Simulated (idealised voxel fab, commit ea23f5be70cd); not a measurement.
process module | voxel capacitor over wiring
cross-section cut | 275 nm wide | cells 5 nm
A cross-section is a grid of square cells, given in bands from the top down. A band is one or more rows of cells.
Each band's line starts with the height of the band's top and of its bottom, in nm. Then come its materials from left to right, each with its width in nm. One material with "throughout" fills the band from edge to edge. "air" is empty space.
Height 0 is the level under which the wafer as received is all one material. The lowest band goes on downwards, as in "0 down".
A width such as "30 to 40" changes by the same amount from each row of cells to the next, from the band's top row to its bottom row.
"no change" after a step means that no cell of the cross-section changed.
closed voids: empty space of 8 cells or more with no open way to the top, each as width x height at its distance from the left edge, in nm
after a step's settings: what the simulator itself notes on the step
overlay nm, on a step with a mask: how far to the right of its planned place the mask lay; to the left if negative
plan
1 op RECEIVE | material Si
2 op CONFORMAL_DEP | material SiO2 | thk nm 10
3 op CONFORMAL_DEP | material SiCN | thk nm 5
4 op DIRECTIONAL_DEP | material lowk | thk nm 20
5 op DIRECTIONAL_DEP | material aC | thk nm 15
6 op PATTERN | tone open | mask id METAL_1 | material resist | width nm 20 | pitch nm 75 | thk nm 30 | overlay nm 0
7 op DIRECTIONAL_ETCH | etch materials aC | depth nm 15
8 op STRIP | etch materials resist
9 op DIRECTIONAL_ETCH | etch materials lowk | depth nm 20
10 op DIRECTIONAL_ETCH | etch materials SiCN | depth nm 5
11 op STRIP | etch materials aC
12 op CONFORMAL_DEP | material TiN | thk nm 5
13 op FILL_DEP | material Cu | thk nm 10
14 op CMP | height nm 35
15 op CONFORMAL_DEP | material SiCN | thk nm 5
16 op DIRECTIONAL_DEP | material SiO2 | thk nm 10
17 op DIRECTIONAL_DEP | material aC | thk nm 10
18 op PATTERN | tone open | mask id PLUG_1 | material resist | width nm 15 | thk nm 25 | overlay nm 0
19 op DIRECTIONAL_ETCH | etch materials aC | depth nm 10
20 op STRIP | etch materials resist
21 op DIRECTIONAL_ETCH | etch materials SiO2 | depth nm 10
22 op DIRECTIONAL_ETCH | etch materials SiCN | depth nm 5
23 op STRIP | etch materials aC
24 op EPI | material Ru | thk nm 10
25 op EPI | material Ru | thk nm 5
26 op DIRECTIONAL_DEP | material TiN | thk nm 10
27 op DIRECTIONAL_DEP | material SiN | thk nm 5
28 op DIRECTIONAL_DEP | material TiN | thk nm 5
29 op PATTERN | tone cover | mask id UPPER_PLATE | material resist | width nm 60 | thk nm 20 | overlay nm 0
30 op DIRECTIONAL_ETCH | etch materials TiN | depth nm 5
31 op DIRECTIONAL_ETCH | etch materials SiN | depth nm 5
32 op STRIP | etch materials resist
33 op MASKED_ETCH | tone cover | mask id LOWER_PLATE | width nm 70 | etch materials TiN | depth nm 10 | overlay nm 0
34 op FILL_DEP | material SiO2 | thk nm 15
35 op CMP | height nm 80
36 op MASKED_ETCH | tone open | mask id PLUG_2 | width nm 15 | etch materials SiO2 | depth nm 10 | overlay nm 0
37 op CONFORMAL_DEP | material TiN | thk nm 5
38 op FILL_DEP | material W | thk nm 10
39 op CMP | height nm 80
40 op CONFORMAL_DEP | material SiCN | thk nm 5
first wafer, as planned
as received, after step 1
  0 down: Si throughout
  closed voids: none
after step 2
  10 to 0: SiO2 throughout
  below 0: unchanged
after step 3
  15 to 10: SiCN throughout
  below 10: unchanged
after step 4
  35 to 15: lowk throughout
  below 15: unchanged
after step 5
  50 to 35: aC throughout
  below 35: unchanged
after step 6
  80 to 50: resist 90 | air 20 | resist 55 | air 20 | resist 90
  below 50: unchanged
after step 7
  65 to 50: resist 90 | air 20 | resist 55 | air 20 | resist 90
  50 to 35: aC 90 | air 20 | aC 55 | air 20 | aC 90
  below 35: unchanged
after step 8
  50 to 35: aC 90 | air 20 | aC 55 | air 20 | aC 90
  below 35: unchanged
after step 9
  50 to 35: aC 90 | air 20 | aC 55 | air 20 | aC 90
  35 to 15: lowk 90 | air 20 | lowk 55 | air 20 | lowk 90
  below 15: unchanged
after step 10
  50 to 35: aC 90 | air 20 | aC 55 | air 20 | aC 90
  35 to 15: lowk 90 | air 20 | lowk 55 | air 20 | lowk 90
  15 to 10: SiCN 90 | air 20 | SiCN 55 | air 20 | SiCN 90
  below 10: unchanged
after step 11
  35 to 15: lowk 90 | air 20 | lowk 55 | air 20 | lowk 90
  below 15: unchanged
after step 12
  40 to 35: TiN 95 | air 10 | TiN 65 | air 10 | TiN 95
  35 to 15: lowk 90 | TiN 5 | air 10 | TiN 5 | lowk 55 | TiN 5 | air 10 | TiN 5 | lowk 90
  15 to 10: SiCN 90 | TiN 20 | SiCN 55 | TiN 20 | SiCN 90
  below 10: unchanged
after step 13
  50 to 40: Cu throughout
  40 to 35: TiN 95 | Cu 10 | TiN 65 | Cu 10 | TiN 95
  35 to 15: lowk 90 | TiN 5 | Cu 10 | TiN 5 | lowk 55 | TiN 5 | Cu 10 | TiN 5 | lowk 90
  below 15: unchanged
after step 14
  35 to 15: lowk 90 | TiN 5 | Cu 10 | TiN 5 | lowk 55 | TiN 5 | Cu 10 | TiN 5 | lowk 90
  below 15: unchanged
after step 15
  40 to 35: SiCN throughout
  below 35: unchanged
after step 16
  50 to 40: SiO2 throughout
  below 40: unchanged
after step 17
  60 to 50: aC throughout
  below 50: unchanged
after step 18
  85 to 60: resist 95 | air 15 | resist 165
  below 60: unchanged
after step 19
  75 to 60: resist 95 | air 15 | resist 165
  60 to 50: aC 95 | air 15 | aC 165
  below 50: unchanged
after step 20
  60 to 50: aC 95 | air 15 | aC 165
  below 50: unchanged
after step 21
  60 to 50: aC 95 | air 15 | aC 165
  50 to 40: SiO2 95 | air 15 | SiO2 165
  below 40: unchanged
after step 22
  60 to 50: aC 95 | air 15 | aC 165
  50 to 40: SiO2 95 | air 15 | SiO2 165
  40 to 35: SiCN 95 | air 15 | SiCN 165
  below 35: unchanged
after step 23
  50 to 40: SiO2 95 | air 15 | SiO2 165
  below 40: unchanged
after step 24
  50 to 45: SiO2 95 | air 15 | SiO2 165
  45 to 40: SiO2 95 | Ru 15 | SiO2 165
  40 to 35: SiCN 95 | Ru 15 | SiCN 165
  below 35: unchanged
after step 25
  50 to 40: SiO2 95 | Ru 15 | SiO2 165
  below 40: unchanged
after step 26
  60 to 50: TiN throughout
  below 50: unchanged
after step 27
  65 to 60: SiN throughout
  below 60: unchanged
after step 28
  70 to 65: TiN throughout
  below 65: unchanged
after step 29
  90 to 70: air 95 | resist 60 | air 120
  below 70: unchanged
after step 30
  90 to 70: air 95 | resist 60 | air 120
  70 to 65: air 95 | TiN 60 | air 120
  below 65: unchanged
after step 31
  90 to 70: air 95 | resist 60 | air 120
  70 to 65: air 95 | TiN 60 | air 120
  65 to 60: air 95 | SiN 60 | air 120
  below 60: unchanged
after step 32
  70 to 65: air 95 | TiN 60 | air 120
  below 65: unchanged
after step 33
  70 to 65: air 95 | TiN 60 | air 120
  65 to 60: air 95 | SiN 60 | air 120
  60 to 50: air 90 | TiN 70 | air 115
  below 50: unchanged
after step 34
  85 to 70: SiO2 throughout
  70 to 65: SiO2 95 | TiN 60 | SiO2 120
  65 to 60: SiO2 95 | SiN 60 | SiO2 120
  60 to 50: SiO2 90 | TiN 70 | SiO2 115
  below 50: unchanged
after step 35
  80 to 70: SiO2 throughout
  below 70: unchanged
after step 36
  80 to 70: SiO2 105 | air 15 | SiO2 155
  below 70: unchanged
after step 37
  85 to 80: TiN 110 | air 5 | TiN 160
  80 to 75: SiO2 105 | TiN 5 | air 5 | TiN 5 | SiO2 155
  75 to 65: SiO2 105 to 95 | TiN 15 to 60 | SiO2 155 to 120
  below 65: unchanged
after step 38
  95 to 85: W throughout
  85 to 80: TiN 110 | W 5 | TiN 160
  80 to 75: SiO2 105 | TiN 5 | W 5 | TiN 5 | SiO2 155
  below 75: unchanged
after step 39
  80 to 75: SiO2 105 | TiN 5 | W 5 | TiN 5 | SiO2 155
  below 75: unchanged
after step 40
  85 to 80: SiCN throughout
  below 80: unchanged
second wafer: like start, like plan, one mistake. Through step 5 it matches the first wafer
when step 6 should have ended
  80 to 50: air 90 | resist 20 | air 55 | resist 20 | air 90
  below 50: unchanged
when step 7 should have ended
  65 to 50: air 90 | resist 20 | air 55 | resist 20 | air 90
  50 to 35: air 90 | aC 20 | air 55 | aC 20 | air 90
  below 35: unchanged
when step 8 should have ended
  50 to 35: air 90 | aC 20 | air 55 | aC 20 | air 90
  below 35: unchanged
when step 9 should have ended
  50 to 35: air 90 | aC 20 | air 55 | aC 20 | air 90
  35 to 15: air 90 | lowk 20 | air 55 | lowk 20 | air 90
  below 15: unchanged
when step 10 should have ended
  50 to 35: air 90 | aC 20 | air 55 | aC 20 | air 90
  35 to 15: air 90 | lowk 20 | air 55 | lowk 20 | air 90
  15 to 10: air 90 | SiCN 20 | air 55 | SiCN 20 | air 90
  below 10: unchanged
when step 11 should have ended
  35 to 15: air 90 | lowk 20 | air 55 | lowk 20 | air 90
  below 15: unchanged
when step 12 should have ended
  40 to 35: air 85 | TiN 30 | air 45 | TiN 30 | air 85
  35 to 15: air 85 | TiN 5 | lowk 20 | TiN 5 | air 45 | TiN 5 | lowk 20 | TiN 5 | air 85
  15 to 10: TiN 90 | SiCN 20 | TiN 55 | SiCN 20 | TiN 90
  below 10: unchanged
when step 13 should have ended
  50 to 40: Cu throughout
  40 to 35: Cu 85 | TiN 30 | Cu 45 | TiN 30 | Cu 85
  35 to 15: Cu 85 | TiN 5 | lowk 20 | TiN 5 | Cu 45 | TiN 5 | lowk 20 | TiN 5 | Cu 85
  below 15: unchanged
when step 14 should have ended
  35 to 15: Cu 85 | TiN 5 | lowk 20 | TiN 5 | Cu 45 | TiN 5 | lowk 20 | TiN 5 | Cu 85
  below 15: unchanged
when step 15 should have ended
  40 to 35: SiCN throughout
  below 35: unchanged
when step 16 should have ended
  50 to 40: SiO2 throughout
  below 40: unchanged
when step 17 should have ended
  60 to 50: aC throughout
  below 50: unchanged
when step 18 should have ended
  85 to 60: resist 95 | air 15 | resist 165
  below 60: unchanged
when step 19 should have ended
  75 to 60: resist 95 | air 15 | resist 165
  60 to 50: aC 95 | air 15 | aC 165
  below 50: unchanged
when step 20 should have ended
  60 to 50: aC 95 | air 15 | aC 165
  below 50: unchanged
when step 21 should have ended
  60 to 50: aC 95 | air 15 | aC 165
  50 to 40: SiO2 95 | air 15 | SiO2 165
  below 40: unchanged
when step 22 should have ended
  60 to 50: aC 95 | air 15 | aC 165
  50 to 40: SiO2 95 | air 15 | SiO2 165
  40 to 35: SiCN 95 | air 15 | SiCN 165
  below 35: unchanged
when step 23 should have ended
  50 to 40: SiO2 95 | air 15 | SiO2 165
  below 40: unchanged
when step 24 should have ended: no change
when step 25 should have ended: no change
when step 26 should have ended
  60 to 50: TiN 95 | air 15 | TiN 165
  50 to 45: SiO2 95 | air 15 | SiO2 165
  45 to 40: SiO2 95 | TiN 15 | SiO2 165
  40 to 35: SiCN 95 | TiN 15 | SiCN 165
  below 35: unchanged
when step 27 should have ended
  65 to 60: SiN 95 | air 15 | SiN 165
  60 to 50: TiN 95 | air 15 | TiN 165
  50 to 45: SiO2 95 | SiN 15 | SiO2 165
  below 45: unchanged
when step 28 should have ended
  70 to 65: TiN 95 | air 15 | TiN 165
  65 to 60: SiN 95 | air 15 | SiN 165
  60 to 55: TiN 95 | air 15 | TiN 165
  55 to 50: TiN throughout
  below 50: unchanged
when step 29 should have ended
  90 to 70: air 95 | resist 60 | air 120
  70 to 65: TiN 95 | resist 15 | TiN 165
  65 to 60: SiN 95 | resist 15 | SiN 165
  60 to 55: TiN 95 | resist 15 | TiN 165
  below 55: unchanged
when step 30 should have ended
  90 to 70: air 95 | resist 60 | air 120
  70 to 65: air 95 | resist 15 | TiN 45 | air 120
  below 65: unchanged
when step 31 should have ended
  90 to 70: air 95 | resist 60 | air 120
  70 to 65: air 95 | resist 15 | TiN 45 | air 120
  65 to 60: air 95 | resist 15 | SiN 45 | air 120
  below 60: unchanged
when step 32 should have ended
  70 to 65: air 110 | TiN 45 | air 120
  65 to 60: air 110 | SiN 45 | air 120
  60 to 55: TiN 95 | air 15 | TiN 165
  below 55: unchanged
when step 33 should have ended
  70 to 65: air 110 | TiN 45 | air 120
  65 to 60: air 110 | SiN 45 | air 120
  60 to 55: air 90 | TiN 5 | air 15 | TiN 50 | air 115
  55 to 50: air 90 | TiN 70 | air 115
  below 50: unchanged
when step 34 should have ended
  85 to 70: SiO2 throughout
  70 to 65: SiO2 110 | TiN 45 | SiO2 120
  65 to 60: SiO2 110 | SiN 45 | SiO2 120
  60 to 55: SiO2 90 | TiN 5 | SiO2 15 | TiN 50 | SiO2 115
  55 to 50: SiO2 90 | TiN 70 | SiO2 115
  below 50: unchanged
when step 35 should have ended
  80 to 70: SiO2 throughout
  below 70: unchanged
when step 36 should have ended
  80 to 70: SiO2 105 | air 15 | SiO2 155
  below 70: unchanged
when step 37 should have ended
  85 to 80: TiN 110 | air 5 | TiN 160
  80 to 75: SiO2 105 | TiN 5 | air 5 | TiN 5 | SiO2 155
  75 to 65: SiO2 105 to 110 | TiN 15 to 45 | SiO2 155 to 120
  below 65: unchanged
when step 38 should have ended
  95 to 85: W throughout
  85 to 80: TiN 110 | W 5 | TiN 160
  80 to 75: SiO2 105 | TiN 5 | W 5 | TiN 5 | SiO2 155
  below 75: unchanged
when step 39 should have ended
  80 to 75: SiO2 105 | TiN 5 | W 5 | TiN 5 | SiO2 155
  below 75: unchanged
when step 40 should have ended
  85 to 80: SiCN throughout
  below 80: unchanged
what went wrong: step 6 ran as: op PATTERN | tone cover | mask id METAL_1 | material resist | width nm 20 | pitch nm 75 | thk nm 30 | overlay nm 0
at the end the second wafer has, in cells: 156 more of Cu | 9 fewer of Ru | 39 fewer of SiCN | 9 more of SiO2 | 39 more of TiN | 156 fewer of lowk
